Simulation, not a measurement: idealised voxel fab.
The following process module bears the name voxel self aligned vias.
Displayed cross-section: cut, width of 180 nm, square cells sized 5 nm.
This document writes a cross-section as a grid whose cells are square, and gives it as bands, listed from the top down; one or more rows of cells form a band. It is stipulated that each band's entry specify, in nanometres, the height of the top of the band and then that of its bottom, followed by the materials of the band in left-to-right sequence, each together with its width in nanometres. A single material marked by the word "edge to edge" is understood to fill the band from edge to edge; the word "empty" is understood to denote empty space. Counting heights begins at 0, where everything beneath is, in the wafer as received, one material. The lowest band has no bottom; it goes on downwards, as "from 0 down" shows. Width spec "30..40" -> top row of cells at first value, bottom row at second value, equal per-row change in between. The designation "left unchanged", where it is given for a processing step, indicates that no cell of the cross-section was altered in the course of that step. "Enclosed void listing" specifies each empty space that is not open to the top and that occupies no fewer than 8 cells, using the form width x height at distance, the distance measured from the left edge and all three quantities in nm. It should be noted that, on the line of a given step, the content following the step's settings is a remark produced by the simulator itself with respect to that step. "overlay nm", when on a step's line for a step with a mask, measures how far to the right of its planned place the mask lay; a negative measure means to the left. Pairs follow: section before one process step, section after it down to the lowest changed band, step with settings underneath. Pairs may come from different runs of this module on the same starting wafer; continuity with the pair above only as stated in the "Pre-step condition" entry.
**Pre-step condition**
* from 80 to 75 = Cu edge to edge
* from 75 to 60 = TiN (55), then Cu (10), then TiN (45), then Cu (10), then TiN (60)
* from 60 to 55 = SiO2 (40), then TiN (15), then Cu (10), then TiN (15), then SiO2 (15), then TiN (15), then Cu (10), then TiN (15), then SiO2 (45)
* from 55 to 40 = SiO2 (40), then TiN (40), then SiO2 (15), then TiN (40), then SiO2 (45)
* from 40 to 30 = SiO2 (45), then TiN (30), then SiO2 (25), then TiN (30), then SiO2 (50)
* from 30 to 20 = SiO2 (45), then TiN (5), then W (20), then TiN (5), then SiO2 (25), then TiN (5), then W (20), then TiN (5), then SiO2 (50)
* from 20 to 15 = SiO2 (45), then TiN (30), then SiO2 (25), then TiN (30), then SiO2 (50)
* from 15 to 10 = SiCN edge to edge
* from 10 to 0 = SiO2 edge to edge
* from 0 down = Si edge to edge
* Enclosed void listing: none
**After the Step**
* from 60 to 55 = SiO2 (40), then TiN (15), then Cu (10), then TiN (15), then SiO2 (15), then TiN (15), then Cu (10), then TiN (15), then SiO2 (45)
* For the remainder of the cross-section, below 55, there is no change.
* Enclosed void listing: none
What was done to get from the before section above to the after section? CMP (height nm 60)
Pre-step condition: same picture as after in the pair right above, so we don't repeat it.
**After the Step**
* from 65 to 60 = SiN edge to edge
* For the remainder of the cross-section, below 60, there is no change.
* Enclosed void listing: none
What was done to get from the before section above to the after section? CONFORMAL_DEP (material SiN; thk nm 5)
**Pre-step condition**
* from 40 to 15 = SiO2 edge to edge
* from 15 to 10 = SiCN edge to edge
* from 10 to 0 = SiO2 edge to edge
* from 0 down = Si edge to edge
* Enclosed void listing: none
**After the Step**
* from 60 to 40 = resist (50), then empty (25), then resist (30), then empty (25), then resist (50)
* For the remainder of the cross-section, below 40, there is no change.
* Enclosed void listing: none
What was done to get from the before section above to the after section? PATTERN (tone open; mask id LINES; material resist; width nm 25; pitch nm 55; thk nm 20; overlay nm 0)
Pre-step condition: same picture as after in the pair right above, so we don't repeat it.
**After the Step**
* from 60 to 40 = resist (50), then empty (25), then resist (30), then empty (25), then resist (50)
* from 40 to 15 = SiO2 (50), then empty (25), then SiO2 (30), then empty (25), then SiO2 (50)
* For the remainder of the cross-section, below 15, there is no change.
* Enclosed void listing: none
What was done to get from the before section above to the after section? DIRECTIONAL_ETCH (etch materials SiO2; depth nm 25)
Pre-step condition: same picture as after in the pair right above, so we don't repeat it.
**After the Step**
* from 40 to 15 = SiO2 (50), then empty (25), then SiO2 (30), then empty (25), then SiO2 (50)
* For the remainder of the cross-section, below 15, there is no change.
* Enclosed void listing: none
What was done to get from the before section above to the after section? STRIP (etch materials resist)
Pre-step condition: same picture as after in the pair right above, so we don't repeat it.
**After the Step**
* from 45 to 40 = TiN (55), then empty (15), then TiN (40), then empty (15), then TiN (55)
* from 40 to 20 = SiO2 (50), then TiN (5), then empty (15), then TiN (5), then SiO2 (30), then TiN (5), then empty (15), then TiN (5), then SiO2 (50)
* from 20 to 15 = SiO2 (50), then TiN (25), then SiO2 (30), then TiN (25), then SiO2 (50)
* For the remainder of the cross-section, below 15, there is no change.
* Enclosed void listing: none
What was done to get from the before section above to the after section? CONFORMAL_DEP (material TiN; thk nm 5)
Pre-step condition: same picture as after in the pair right above, so we don't repeat it.
**After the Step**
* from 55 to 45 = W edge to edge
* from 45 to 40 = TiN (55), then W (15), then TiN (40), then W (15), then TiN (55)
* from 40 to 20 = SiO2 (50), then TiN (5), then W (15), then TiN (5), then SiO2 (30), then TiN (5), then W (15), then TiN (5), then SiO2 (50)
* For the remainder of the cross-section, below 20, there is no change.
* Enclosed void listing: none
What was done to get from the before section above to the after section? FILL_DEP (material W; thk nm 10)
Pre-step condition: same picture as after in the pair right above, so we don't repeat it.
**After the Step**
* from 40 to 20 = SiO2 (50), then TiN (5), then W (15), then TiN (5), then SiO2 (30), then TiN (5), then W (15), then TiN (5), then SiO2 (50)
* For the remainder of the cross-section, below 20, there is no change.
* Enclosed void listing: none
What was done to get from the before section above to the after section? CMP (height nm 40)
Pre-step condition: same picture as after in the pair right above, so we don't repeat it.
**After the Step**
* from 40 to 30 = SiO2 (50), then empty (25), then SiO2 (30), then empty (25), then SiO2 (50)
* For the remainder of the cross-section, below 30, there is no change.
* Enclosed void listing: none
What was done to get from the before section above to the after section? SELECTIVE_ETCH (etch materials W Ru TiN; depth nm 10)
Pre-step condition: same picture as after in the pair right above, so we don't repeat it.
**After the Step**
* from 45 to 40 = SiN edge to edge
* from 40 to 30 = SiO2 (50), then SiN (25), then SiO2 (30), then SiN (25), then SiO2 (50)
* For the remainder of the cross-section, below 30, there is no change.
* Enclosed void listing: none
What was done to get from the before section above to the after section? FILL_DEP (material SiN; thk nm 5)
Pre-step condition: same picture as after in the pair right above, so we don't repeat it.
**After the Step**
* from 40 to 30 = SiO2 (50), then SiN (25), then SiO2 (30), then SiN (25), then SiO2 (50)
* For the remainder of the cross-section, below 30, there is no change.
* Enclosed void listing: none
What was done to get from the before section above to the after section? CMP (height nm 40)
Pre-step condition: same picture as after in the pair right above, so we don't repeat it.
**After the Step**
* from 60 to 40 = SiO2 edge to edge
* For the remainder of the cross-section, below 40, there is no change.
* Enclosed void listing: none
What was done to get from the before section above to the after section? DIRECTIONAL_DEP (material SiO2; thk nm 20)
Pre-step condition: same picture as after in the pair right above, so we don't repeat it.
**After the Step**
* from 80 to 60 = resist (40), then empty (40), then resist (15), then empty (40), then resist (45)
* For the remainder of the cross-section, below 60, there is no change.
* Enclosed void listing: none
What was done to get from the before section above to the after section? PATTERN (tone open; mask id VIAS; material resist; width nm 40; pitch nm 55; thk nm 20; overlay nm 0)
Pre-step condition: same picture as after in the pair right above, so we don't repeat it.
**After the Step**
* from 80 to 60 = resist (40), then empty (40), then resist (15), then empty (40), then resist (45)
* from 60 to 40 = SiO2 (40), then empty (40), then SiO2 (15), then empty (40), then SiO2 (45)
* For the remainder of the cross-section, below 40, there is no change.
* Enclosed void listing: none
What was done to get from the before section above to the after section? DIRECTIONAL_ETCH (etch materials SiO2; depth nm 20)
Pre-step condition: same picture as after in the pair right above, so we don't repeat it.
**After the Step**
* from 80 to 60 = resist (40), then empty (40), then resist (15), then empty (40), then resist (45)
* from 60 to 40 = SiO2 (40), then empty (40), then SiO2 (15), then empty (40), then SiO2 (45)
* from 40 to 30 = SiO2 (50), then empty (25), then SiO2 (30), then empty (25), then SiO2 (50)
* For the remainder of the cross-section, below 30, there is no change.
* Enclosed void listing: none
What was done to get from the before section above to the after section? DIRECTIONAL_ETCH (etch materials SiN; depth nm 10)
Pre-step condition: same picture as after in the pair right above, so we don't repeat it.
**After the Step**
* from 60 to 40 = SiO2 (40), then empty (40), then SiO2 (15), then empty (40), then SiO2 (45)
* For the remainder of the cross-section, below 40, there is no change.
* Enclosed void listing: none
What was done to get from the before section above to the after section? STRIP (etch materials resist)
Pre-step condition: same picture as after in the pair right above, so we don't repeat it.
**After the Step**
* from 65 to 60 = TiN (45), then empty (30), then TiN (25), then empty (30), then TiN (50)
* from 60 to 45 = SiO2 (40), then TiN (5), then empty (30), then TiN (5), then SiO2 (15), then TiN (5), then empty (30), then TiN (5), then SiO2 (45)
* from 45 to 35 = SiO2 (40..50), then TiN (15..5), then empty (15), then TiN (10..5), then SiO2 (15..30), then TiN (15..5), then empty (15), then TiN (10..5), then SiO2 (45..50)
* from 35 to 30 = SiO2 (50), then TiN (25), then SiO2 (30), then TiN (25), then SiO2 (50)
* For the remainder of the cross-section, below 30, there is no change.
* Enclosed void listing: none
What was done to get from the before section above to the after section? CONFORMAL_DEP (material TiN; thk nm 5)
Pre-step condition: same picture as after in the pair right above, so we don't repeat it.
**After the Step**
* from 70 to 65 = Cu edge to edge
* from 65 to 60 = TiN (45), then Cu (30), then TiN (25), then Cu (30), then TiN (50)
* from 60 to 45 = SiO2 (40), then TiN (5), then Cu (30), then TiN (5), then SiO2 (15), then TiN (5), then Cu (30), then TiN (5), then SiO2 (45)
* from 45 to 35 = SiO2 (40..50), then TiN (15..5), then Cu (15), then TiN (10..5), then SiO2 (15..30), then TiN (15..5), then Cu (15), then TiN (10..5), then SiO2 (45..50)
* For the remainder of the cross-section, below 35, there is no change.
* Enclosed void listing: none
What was done to get from the before section above to the after section? FILL_DEP (material Cu; thk nm 5)
Pre-step condition: same picture as after in the pair right above, so we don't repeat it.
**After the Step**
* from 60 to 45 = SiO2 (40), then TiN (5), then Cu (30), then TiN (5), then SiO2 (15), then TiN (5), then Cu (30), then TiN (5), then SiO2 (45)
* For the remainder of the cross-section, below 45, there is no change.
* Enclosed void listing: none
What was done to get from the before section above to the after section? CMP (height nm 60)
Pre-step condition: same picture as after in the pair right above, so we don't repeat it.
**After the Step**
* from 65 to 60 = SiN edge to edge
* For the remainder of the cross-section, below 60, there is no change.
* Enclosed void listing: none
What was done to get from the before section above to the after section? CONFORMAL_DEP (material SiN; thk nm 5)
**Pre-step condition**
* from 60 to 40 = SiO2 edge to edge
* from 40 to 30 = SiO2 (45), then SiN (30), then SiO2 (25), then SiN (30), then SiO2 (50)
* from 30 to 20 = SiO2 (45), then TiN (5), then W (20), then TiN (5), then SiO2 (25), then TiN (5), then W (20), then TiN (5), then SiO2 (50)
* from 20 to 15 = SiO2 (45), then TiN (30), then SiO2 (25), then TiN (30), then SiO2 (50)
* from 15 to 10 = SiCN edge to edge
* from 10 to 0 = SiO2 edge to edge
* from 0 down = Si edge to edge
* Enclosed void listing: none
**After the Step**
* from 80 to 60 = resist (35), then empty (40), then resist (15), then empty (40), then resist (50)
* For the remainder of the cross-section, below 60, there is no change.
* Enclosed void listing: none
What was done to get from the before section above to the after section? PATTERN (tone open; mask id VIAS; material resist; width nm 40; pitch nm 55; thk nm 20; overlay nm -5)
Pre-step condition: same picture as after in the pair right above, so we don't repeat it.
**After the Step**
* from 80 to 60 = resist (35), then empty (40), then resist (15), then empty (40), then resist (50)
* from 60 to 40 = SiO2 (35), then empty (40), then SiO2 (15), then empty (40), then SiO2 (50)
* For the remainder of the cross-section, below 40, there is no change.
* Enclosed void listing: none
What was done to get from the before section above to the after section? DIRECTIONAL_ETCH (etch materials SiO2; depth nm 20)
Pre-step condition: same picture as after in the pair right above, so we don't repeat it.
**After the Step**
* from 80 to 60 = resist (35), then empty (40), then resist (15), then empty (40), then resist (50)
* from 60 to 40 = SiO2 (35), then empty (40), then SiO2 (15), then empty (40), then SiO2 (50)
* from 40 to 30 = SiO2 (45), then empty (30), then SiO2 (25), then empty (30), then SiO2 (50)
* For the remainder of the cross-section, below 30, there is no change.
* Enclosed void listing: none
What was done to get from the before section above to the after section? DIRECTIONAL_ETCH (etch materials SiN; depth nm 10)
Pre-step condition: same picture as after in the pair right above, so we don't repeat it.
**After the Step**
* from 60 to 40 = SiO2 (35), then empty (40), then SiO2 (15), then empty (40), then SiO2 (50)
* For the remainder of the cross-section, below 40, there is no change.
* Enclosed void listing: none
What was done to get from the before section above to the after section? STRIP (etch materials resist)
Pre-step condition: same picture as after in the pair right above, so we don't repeat it.
**After the Step**
* from 65 to 60 = TiN (40), then empty (30), then TiN (25), then empty (30), then TiN (55)
* from 60 to 45 = SiO2 (35), then TiN (5), then empty (30), then TiN (5), then SiO2 (15), then TiN (5), then empty (30), then TiN (5), then SiO2 (50)
* from 45 to 35 = SiO2 (35..45), then TiN (15..5), then empty (20), then TiN (5), then SiO2 (15..25), then TiN (15..5), then empty (20), then TiN (5), then SiO2 (50)
* from 35 to 30 = SiO2 (45), then TiN (30), then SiO2 (25), then TiN (30), then SiO2 (50)
* For the remainder of the cross-section, below 30, there is no change.
* Enclosed void listing: none
What was done to get from the before section above to the after section? CONFORMAL_DEP (material TiN; thk nm 5)
Pre-step condition: same picture as after in the pair right above, so we don't repeat it.
**After the Step**
* from 70 to 65 = Cu edge to edge
* from 65 to 60 = TiN (40), then Cu (30), then TiN (25), then Cu (30), then TiN (55)
* from 60 to 45 = SiO2 (35), then TiN (5), then Cu (30), then TiN (5), then SiO2 (15), then TiN (5), then Cu (30), then TiN (5), then SiO2 (50)
* from 45 to 35 = SiO2 (35..45), then TiN (15..5), then Cu (20), then TiN (5), then SiO2 (15..25), then TiN (15..5), then Cu (20), then TiN (5), then SiO2 (50)
* For the remainder of the cross-section, below 35, there is no change.
* Enclosed void listing: none
What was done to get from the before section above to the after section? FILL_DEP (material Cu; thk nm 5)
Pre-step condition: same picture as after in the pair right above, so we don't repeat it.
**After the Step**
* from 60 to 45 = SiO2 (35), then TiN (5), then Cu (30), then TiN (5), then SiO2 (15), then TiN (5), then Cu (30), then TiN (5), then SiO2 (50)
* For the remainder of the cross-section, below 45, there is no change.
* Enclosed void listing: none
What was done to get from the before section above to the after section? CMP (height nm 60)
Pre-step condition: same picture as after in the pair right above, so we don't repeat it.
**After the Step**
* from 65 to 60 = SiN edge to edge
* For the remainder of the cross-section, below 60, there is no change.
* Enclosed void listing: none
What was done to get from the before section above to the after section? CONFORMAL_DEP (material SiN; thk nm 5)
**Pre-step condition**
* from 60 to 45 = SiO2 (40), then TiN (5), then Cu (30), then TiN (5), then SiO2 (15), then TiN (5), then Cu (30), then TiN (5), then SiO2 (45)
* from 45 to 35 = SiO2 (40..45), then TiN (10..5), then Cu (20), then TiN (10..5), then SiO2 (15..25), then TiN (10..5), then Cu (20), then TiN (10..5), then SiO2 (45..50)
* from 35 to 30 = SiO2 (45), then TiN (30), then SiO2 (25), then TiN (30), then SiO2 (50)
* from 30 to 20 = SiO2 (45), then TiN (5), then W (20), then TiN (5), then SiO2 (25), then TiN (5), then W (20), then TiN (5), then SiO2 (50)
* from 20 to 15 = SiO2 (45), then TiN (30), then SiO2 (25), then TiN (30), then SiO2 (50)
* from 15 to 10 = SiCN edge to edge
* from 10 to 0 = SiO2 edge to edge
* from 0 down = Si edge to edge
* Enclosed void listing: none
**After the Step**
* from 65 to 60 = W edge to edge
* For the remainder of the cross-section, below 60, there is no change.
* Enclosed void listing: none
What was done to get from the before section above to the after section? CONFORMAL_DEP (material W; thk nm 5)
**Pre-step condition**
* from 40 to 15 = SiO2 edge to edge
* from 15 to 10 = SiCN edge to edge
* from 10 to 0 = SiO2 edge to edge
* from 0 down = Si edge to edge
* Enclosed void listing: none
**After the Step**
* from 60 to 40 = empty (45), then resist (30), then empty (25), then resist (30), then empty (50)
* For the remainder of the cross-section, below 40, there is no change.
* Enclosed void listing: none
What was done to get from the before section above to the after section? PATTERN (tone cover; mask id LINES; material resist; width nm 30; pitch nm 55; thk nm 20; overlay nm 0)
Pre-step condition: same picture as after in the pair right above, so we don't repeat it.
**After the Step**
* from 60 to 40 = empty (45), then resist (30), then empty (25), then resist (30), then empty (50)
* from 40 to 15 = empty (45), then SiO2 (30), then empty (25), then SiO2 (30), then empty (50)
* For the remainder of the cross-section, below 15, there is no change.
* Enclosed void listing: none
What was done to get from the before section above to the after section? DIRECTIONAL_ETCH (etch materials SiO2; depth nm 25)
Pre-step condition: same picture as after in the pair right above, so we don't repeat it.
**After the Step**
* from 40 to 15 = empty (45), then SiO2 (30), then empty (25), then SiO2 (30), then empty (50)
* For the remainder of the cross-section, below 15, there is no change.
* Enclosed void listing: none
What was done to get from the before section above to the after section? STRIP (etch materials resist)
Pre-step condition: same picture as after in the pair right above, so we don't repeat it.
**After the Step**
* from 45 to 40 = empty (40), then TiN (40), then empty (15), then TiN (40), then empty (45)
* from 40 to 20 = empty (40), then TiN (5), then SiO2 (30), then TiN (5), then empty (15), then TiN (5), then SiO2 (30), then TiN (5), then empty (45)
* from 20 to 15 = TiN (45), then SiO2 (30), then TiN (25), then SiO2 (30), then TiN (50)
* For the remainder of the cross-section, below 15, there is no change.
* Enclosed void listing: none
What was done to get from the before section above to the after section? CONFORMAL_DEP (material TiN; thk nm 5)
Pre-step condition: same picture as after in the pair right above, so we don't repeat it.
**After the Step**
* from 55 to 45 = W edge to edge
* from 45 to 40 = W (40), then TiN (40), then W (15), then TiN (40), then W (45)
* from 40 to 20 = W (40), then TiN (5), then SiO2 (30), then TiN (5), then W (15), then TiN (5), then SiO2 (30), then TiN (5), then W (45)
* For the remainder of the cross-section, below 20, there is no change.
* Enclosed void listing: none
What was done to get from the before section above to the after section? FILL_DEP (material W; thk nm 10)
Pre-step condition: same picture as after in the pair right above, so we don't repeat it.
**After the Step**
* from 40 to 20 = W (40), then TiN (5), then SiO2 (30), then TiN (5), then W (15), then TiN (5), then SiO2 (30), then TiN (5), then W (45)
* For the remainder of the cross-section, below 20, there is no change.
* Enclosed void listing: none
What was done to get from the before section above to the after section? CMP (height nm 40)
Pre-step condition: same picture as after in the pair right above, so we don't repeat it.
**After the Step**
* from 40 to 30 = empty (45), then SiO2 (30), then empty (25), then SiO2 (30), then empty (50)
* For the remainder of the cross-section, below 30, there is no change.
* Enclosed void listing: none
What was done to get from the before section above to the after section? SELECTIVE_ETCH (etch materials W Ru TiN; depth nm 10)
Pre-step condition: same picture as after in the pair right above, so we don't repeat it.
**After the Step**
* from 45 to 40 = SiN edge to edge
* from 40 to 30 = SiN (45), then SiO2 (30), then SiN (25), then SiO2 (30), then SiN (50)
* For the remainder of the cross-section, below 30, there is no change.
* Enclosed void listing: none
What was done to get from the before section above to the after section? FILL_DEP (material SiN; thk nm 5)
Pre-step condition: same picture as after in the pair right above, so we don't repeat it.
**After the Step**
* from 40 to 30 = SiN (45), then SiO2 (30), then SiN (25), then SiO2 (30), then SiN (50)
* For the remainder of the cross-section, below 30, there is no change.
* Enclosed void listing: none
What was done to get from the before section above to the after section? CMP (height nm 40)
Pre-step condition: same picture as after in the pair right above, so we don't repeat it.
**After the Step**
* from 60 to 40 = SiO2 edge to edge
* For the remainder of the cross-section, below 40, there is no change.
* Enclosed void listing: none
What was done to get from the before section above to the after section? DIRECTIONAL_DEP (material SiO2; thk nm 20)
Pre-step condition: same picture as after in the pair right above, so we don't repeat it.
**After the Step**
* from 80 to 60 = resist (40), then empty (40), then resist (15), then empty (40), then resist (45)
* For the remainder of the cross-section, below 60, there is no change.
* Enclosed void listing: none
What was done to get from the before section above to the after section? PATTERN (tone open; mask id VIAS; material resist; width nm 40; pitch nm 55; thk nm 20; overlay nm 0)
Pre-step condition: same picture as after in the pair right above, so we don't repeat it.
**After the Step**
* from 80 to 60 = resist (40), then empty (40), then resist (15), then empty (40), then resist (45)
* from 60 to 40 = SiO2 (40), then empty (40), then SiO2 (15), then empty (40), then SiO2 (45)
* For the remainder of the cross-section, below 40, there is no change.
* Enclosed void listing: none
What was done to get from the before section above to the after section? DIRECTIONAL_ETCH (etch materials SiO2; depth nm 20)
Pre-step condition: same picture as after in the pair right above, so we don't repeat it.
**After the Step**
* from 80 to 60 = resist (40), then empty (40), then resist (15), then empty (40), then resist (45)
* from 60 to 40 = SiO2 (40), then empty (40), then SiO2 (15), then empty (40), then SiO2 (45)
* from 40 to 30 = SiN (40), then empty (5), then SiO2 (30), then empty (5), then SiN (15), then empty (5), then SiO2 (30), then empty (5), then SiN (45)
* For the remainder of the cross-section, below 30, there is no change.
* Enclosed void listing: none
What was done to get from the before section above to the after section? DIRECTIONAL_ETCH (etch materials SiN; depth nm 10)
Pre-step condition: same picture as after in the pair right above, so we don't repeat it.
**After the Step**
* from 60 to 40 = SiO2 (40), then empty (40), then SiO2 (15), then empty (40), then SiO2 (45)
* For the remainder of the cross-section, below 40, there is no change.
* Enclosed void listing: none
What was done to get from the before section above to the after section? STRIP (etch materials resist)
Pre-step condition: same picture as after in the pair right above, so we don't repeat it.
**After the Step**
* from 65 to 60 = TiN (45), then empty (30), then TiN (25), then empty (30), then TiN (50)
* from 60 to 45 = SiO2 (40), then TiN (5), then empty (30), then TiN (5), then SiO2 (15), then TiN (5), then empty (30), then TiN (5), then SiO2 (45)
* from 45 to 40 = SiO2 (40), then TiN (40), then SiO2 (15), then TiN (40), then SiO2 (45)
* from 40 to 30 = SiN (40), then TiN (5), then SiO2 (30), then TiN (5), then SiN (15), then TiN (5), then SiO2 (30), then TiN (5), then SiN (45)
* For the remainder of the cross-section, below 30, there is no change.
* Enclosed void listing: none
What was done to get from the before section above to the after section? CONFORMAL_DEP (material TiN; thk nm 5)
Pre-step condition: same picture as after in the pair right above, so we don't repeat it.
**After the Step**
* from 70 to 65 = Cu edge to edge
* from 65 to 60 = TiN (45), then Cu (30), then TiN (25), then Cu (30), then TiN (50)
* from 60 to 45 = SiO2 (40), then TiN (5), then Cu (30), then TiN (5), then SiO2 (15), then TiN (5), then Cu (30), then TiN (5), then SiO2 (45)
* For the remainder of the cross-section, below 45, there is no change.
* Enclosed void listing: none
What was done to get from the before section above to the after section? FILL_DEP (material Cu; thk nm 5)
Pre-step condition: same picture as after in the pair right above, so we don't repeat it.
**After the Step**
* from 60 to 45 = SiO2 (40), then TiN (5), then Cu (30), then TiN (5), then SiO2 (15), then TiN (5), then Cu (30), then TiN (5), then SiO2 (45)
* For the remainder of the cross-section, below 45, there is no change.
* Enclosed void listing: none
What was done to get from the before section above to the after section? CMP (height nm 60)
Pre-step condition: same picture as after in the pair right above, so we don't repeat it.
**After the Step**
* from 65 to 60 = SiN edge to edge
* For the remainder of the cross-section, below 60, there is no change.
* Enclosed void listing: none
What was done to get from the before section above to the after section? CONFORMAL_DEP (material SiN; thk nm 5)
